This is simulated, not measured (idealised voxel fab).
process module | voxel ribs on slabs
cross-section cut | 280 nm wide | cells 5 nm
A cross-section is a grid of square cells, given in bands from the top down. A band is one or more rows of cells.
Each band's line starts with the height of the band's top and of its bottom, in nm. Then come its materials from left to right, each with its width in nm. One material with "throughout" fills the band from edge to edge. "air" is empty space.
Height 0 is the level under which the wafer as received is all one material. The lowest band goes on downwards, as in "0 down".
A width such as "30 to 40" changes by the same amount from each row of cells to the next, from the band's top row to its bottom row.
"no change" after a step means that no cell of the cross-section changed.
closed voids: empty space of 8 cells or more with no open way to the top, each as width x height at its distance from the left edge, in nm
after a step's settings: what the simulator itself notes on the step
overlay nm, on a step with a mask: how far to the right of its planned place the mask lay; to the left if negative
plan
1 op RECEIVE | material Si
2 op DIRECTIONAL_DEP | material SiO2 | thk nm 25
3 op DIRECTIONAL_DEP | material SiN | thk nm 25
4 op DIRECTIONAL_DEP | material aC | thk nm 15
5 op PATTERN | tone cover | mask id RIB | material resist | width nm 30 | thk nm 35 | overlay nm 0
6 op DIRECTIONAL_ETCH | etch materials aC | depth nm 15
7 op STRIP | etch materials resist
8 op DIRECTIONAL_ETCH | etch materials SiN | depth nm 10
9 op STRIP | etch materials aC
10 op DIRECTIONAL_DEP | material aC | thk nm 10
11 op PATTERN | tone cover | mask id SLAB | material resist | width nm 90 | thk nm 25 | overlay nm 0
12 op DIRECTIONAL_ETCH | etch materials aC | depth nm 10
13 op STRIP | etch materials resist
14 op DIRECTIONAL_ETCH | etch materials SiN | depth nm 15
15 op STRIP | etch materials aC
16 op FILL_DEP | material SiO2 | thk nm 25
17 op CMP | height nm 65
18 op DIRECTIONAL_DEP | material TiN | thk nm 5
19 op DIRECTIONAL_DEP | material aC | thk nm 15
20 op PATTERN | tone cover | mask id HEATER | material resist | width nm 40 | thk nm 35 | overlay nm 0
21 op DIRECTIONAL_ETCH | etch materials aC | depth nm 15
22 op STRIP | etch materials resist
23 op DIRECTIONAL_ETCH | etch materials TiN | depth nm 5
24 op STRIP | etch materials aC
25 op CONFORMAL_DEP | material SiO2 | thk nm 10
as received, after step 1
  0 down: Si throughout
  closed voids: none
first wafer at the end, as planned
  80 to 75: air 110 | SiO2 60 | air 110
  75 to 70: SiO2 throughout
  70 to 65: SiO2 120 | TiN 40 | SiO2 120
  65 to 50: SiO2 throughout
  50 to 40: SiO2 125 | SiN 30 | SiO2 125
  40 to 25: SiO2 95 | SiN 90 | SiO2 95
  25 to 0: SiO2 throughout
  0 down: Si throughout
  closed voids: none
second wafer at the end: like start, like plan, one mistake
  80 to 75: air 115 | SiO2 55 | air 110
  75 to 70: SiO2 throughout
  70 to 65: SiO2 125 | TiN 35 | SiO2 120
  65 to 50: SiO2 throughout
  50 to 40: SiO2 125 | SiN 30 | SiO2 125
  40 to 25: SiO2 95 | SiN 90 | SiO2 95
  25 to 0: SiO2 throughout
  0 down: Si throughout
  closed voids: none
what went wrong: step 20 ran as: op PATTERN | tone cover | mask id HEATER | material resist | width nm 35 | thk nm 35 | overlay nm 0
at the end the second wafer has, in cells: 1 fewer of TiN
